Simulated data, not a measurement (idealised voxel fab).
process module | voxel capacitor over wiring
Section cut is 260 nm wide and gridded with 5 nm square cells.
How to read a cross-section here: the picture is a grid of square cells, written as bands going from the top down, and any band can span one or more rows of cells. Each band's line starts with the height of the band's top and of its bottom, in nm. Then come its materials from left to right, each with its width in nm. One material with "everywhere" fills the band from edge to edge. "air" is empty space. The level at which height equals 0 is the one under which the wafer, as it arrives, is entirely one material. No lower edge exists for the bottom band, which continues downward and is notated as in "z 0 and below". Per-row width for "30..40": begins at first number (top row of band), ends at second number (bottom row), increment between rows held constant. "no alterations made" (step): cross-section cells unchanged, all of them. Enclosed voids (no open way to top), threshold 8 cells or more, entry "Sealed void listing", notation width x height at distance, distance from left edge, nm. Where a step's line continues beyond its settings, the continuation is a remark by the simulator itself on that step. overlay nm: mask right of planned place by this much (step with mask). Neg. = left.
Plan:
| 1 | RECEIVE with material Si |
| 2 | CONFORMAL_DEP with material SiO2, thk nm 15 |
| 3 | CONFORMAL_DEP with material SiCN, thk nm 5 |
| 4 | DIRECTIONAL_DEP with material lowk, thk nm 25 |
| 5 | DIRECTIONAL_DEP with material aC, thk nm 10 |
| 6 | PATTERN with tone open, mask id METAL_1, material resist, width nm 20, pitch nm 80, thk nm 30, overlay nm 0 |
| 7 | DIRECTIONAL_ETCH with etch materials aC, depth nm 10 |
| 8 | STRIP with etch materials resist |
| 9 | DIRECTIONAL_ETCH with etch materials lowk, depth nm 25 |
| 10 | DIRECTIONAL_ETCH with etch materials SiCN, depth nm 5 |
| 11 | STRIP with etch materials aC |
| 12 | CONFORMAL_DEP with material TiN, thk nm 5 |
| 13 | FILL_DEP with material Ru, thk nm 5 |
| 14 | CMP with height nm 45 |
| 15 | EPI with material Ru, thk nm 5 |
| 16 | FILL_DEP with material SiCN, thk nm 5 |
| 17 | DIRECTIONAL_DEP with material SiO2, thk nm 20 |
| 18 | MASKED_ETCH with tone open, mask id PLUG_1, width nm 15, etch materials SiO2, depth nm 20, overlay nm 0 |
| 19 | MASKED_ETCH with tone open, mask id PLUG_1, width nm 15, etch materials SiCN, depth nm 5, overlay nm 0 |
| 20 | CONFORMAL_DEP with material TiN, thk nm 5 |
| 21 | FILL_DEP with material W, thk nm 10 |
| 22 | CMP with height nm 75 |
| 23 | DIRECTIONAL_DEP with material TiN, thk nm 5 |
| 24 | DIRECTIONAL_DEP with material Al2O3, thk nm 5 |
| 25 | DIRECTIONAL_DEP with material TiN, thk nm 10 |
| 26 | PATTERN with tone cover, mask id UPPER_PLATE, material resist, width nm 65, thk nm 15, overlay nm 0 |
| 27 | DIRECTIONAL_ETCH with etch materials TiN, depth nm 10 |
| 28 | DIRECTIONAL_ETCH with etch materials Al2O3, depth nm 5 |
| 29 | STRIP with etch materials resist |
| 30 | PATTERN with tone cover, mask id LOWER_PLATE, material resist, width nm 75, thk nm 15, overlay nm 0 |
| 31 | DIRECTIONAL_ETCH with etch materials TiN, depth nm 5 |
| 32 | STRIP with etch materials resist |
| 33 | FILL_DEP with material SiO2, thk nm 20 |
| 34 | CMP with height nm 110 |
| 35 | PATTERN with tone open, mask id PLUG_2, material resist, width nm 15, thk nm 15, overlay nm 0 |
| 36 | DIRECTIONAL_ETCH with etch materials SiO2, depth nm 15 |
| 37 | STRIP with etch materials resist |
| 38 | CONFORMAL_DEP with material TiN, thk nm 5 |
| 39 | FILL_DEP with material Ru, thk nm 10 |
| 40 | CMP with height nm 110 |
| 41 | CONFORMAL_DEP with material SiCN, thk nm 5 |
So this is the incoming wafer in cross-section - it's already been through step 1:
- z 0 and below: Si everywhere
- Sealed void listing: none
A wafer at the end: this start, this plan, one mistake:
- z 115 to 110: SiCN everywhere
- z 110 to 100: 95 nm SiO2 | 5 nm TiN | 5 nm Ru | 5 nm TiN | 150 nm SiO2
- z 100 to 95: 95 nm SiO2 | 15 nm TiN | 150 nm SiO2
- z 95 to 90: 80 nm SiO2 | 5 nm TiN | 65 nm SiO2 | 5 nm TiN | 105 nm SiO2
- z 90 to 85: 85 nm TiN | 65 nm SiO2 | 110 nm TiN
- z 85 to 80: 85 nm Al2O3 | 65 nm SiO2 | 110 nm Al2O3
- z 80 to 75: TiN everywhere
- z 75 to 55: 85 nm SiO2 | 5 nm TiN | 5 nm W | 5 nm TiN | 160 nm SiO2
- z 55 to 50: 85 nm SiCN | 15 nm TiN | 160 nm SiCN
- z 50 to 45: 75 nm SiCN | 30 nm Ru | 50 nm SiCN | 30 nm Ru | 75 nm SiCN
- z 45 to 20: 80 nm lowk | 5 nm TiN | 10 nm Ru | 5 nm TiN | 60 nm lowk | 5 nm TiN | 10 nm Ru | 5 nm TiN | 80 nm lowk
- z 20 to 15: 80 nm SiCN | 20 nm TiN | 60 nm SiCN | 20 nm TiN | 80 nm SiCN
- z 15 to 0: SiO2 everywhere
- z 0 and below: Si everywhere
- Sealed void listing: none
Diagnosis: step 26 did not happen as planned, as run it was PATTERN with tone open, mask id UPPER_PLATE, material resist, width nm 65, thk nm 15, overlay nm 0
